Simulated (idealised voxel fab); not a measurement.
process module | voxel self aligned vias
cross-section cut | 220 nm wide | cells 5 nm
A cross-section is a grid of square cells, given in bands from the top down. A band is one or more rows of cells.
Each band's line starts with the height of the band's top and of its bottom, in nm. Then come its materials from left to right, each with its width in nm. One material with "throughout" fills the band from edge to edge. "air" is empty space.
Height 0 is the level under which the wafer as received is all one material. The lowest band goes on downwards, as in "0 down".
A width such as "30 to 40" changes by the same amount from each row of cells to the next, from the band's top row to its bottom row.
"no change" after a step means that no cell of the cross-section changed.
closed voids: empty space of 8 cells or more with no open way to the top, each as width x height at its distance from the left edge, in nm
after a step's settings: what the simulator itself notes on the step
overlay nm, on a step with a mask: how far to the right of its planned place the mask lay; to the left if negative
plan
1 op RECEIVE | material Si
2 op CONFORMAL_DEP | material SiO2 | thk nm 15
3 op CONFORMAL_DEP | material SiCN | thk nm 5
4 op DIRECTIONAL_DEP | material SiO2 | thk nm 25
5 op DIRECTIONAL_DEP | material aC | thk nm 10
6 op PATTERN | tone open | mask id LINES | material resist | width nm 20 | pitch nm 70 | thk nm 25 | overlay nm 0
7 op DIRECTIONAL_ETCH | etch materials aC | depth nm 10
8 op STRIP | etch materials resist
9 op DIRECTIONAL_ETCH | etch materials SiO2 | depth nm 25
10 op STRIP | etch materials aC
11 op CONFORMAL_DEP | material TiN | thk nm 5
12 op FILL_DEP | material Ru | thk nm 10
13 op CMP | height nm 45
14 op SELECTIVE_ETCH | etch materials W Ru TiN | depth nm 10
15 op FILL_DEP | material SiN | thk nm 10
16 op CMP | height nm 45
17 op DIRECTIONAL_DEP | material SiO2 | thk nm 15
18 op MASKED_ETCH | tone open | mask id VIAS | width nm 50 | pitch nm 70 | etch materials SiO2 | depth nm 15 | overlay nm 0
19 op MASKED_ETCH | tone open | mask id VIAS | width nm 50 | pitch nm 70 | etch materials SiN | depth nm 10 | overlay nm 0
20 op CONFORMAL_DEP | material TiN | thk nm 5
21 op FILL_DEP | material Cu | thk nm 5
22 op CMP | height nm 60
23 op CONFORMAL_DEP | material SiCN | thk nm 5
varied across the wafers: width nm of step 6. The plan shows the first wafer's value. All wafers start alike
first wafer as received, after step 1
  0 down: Si throughout
  closed voids: none
each wafer at the end: cells of each material gained (+) or lost (-) since it was received, then its closed voids
width nm 20 | +40 Cu | +8 Ru | +88 SiCN | +384 SiO2 | +52 TiN | closed voids: none
width nm 25 | +44 Cu | +12 Ru | +88 SiCN | +374 SiO2 | +54 TiN | closed voids: none
width nm 30 | +48 Cu | +16 Ru | +88 SiCN | +364 SiO2 | +56 TiN | closed voids: none
width nm 35 | +52 Cu | +20 Ru | +88 SiCN | +354 SiO2 | +58 TiN | closed voids: none
width nm 40 | +56 Cu | +24 Ru | +88 SiCN | +344 SiO2 | +60 TiN | closed voids: none
width nm 45 | +60 Cu | +28 Ru | +88 SiCN | +334 SiO2 | +62 TiN | closed voids: none
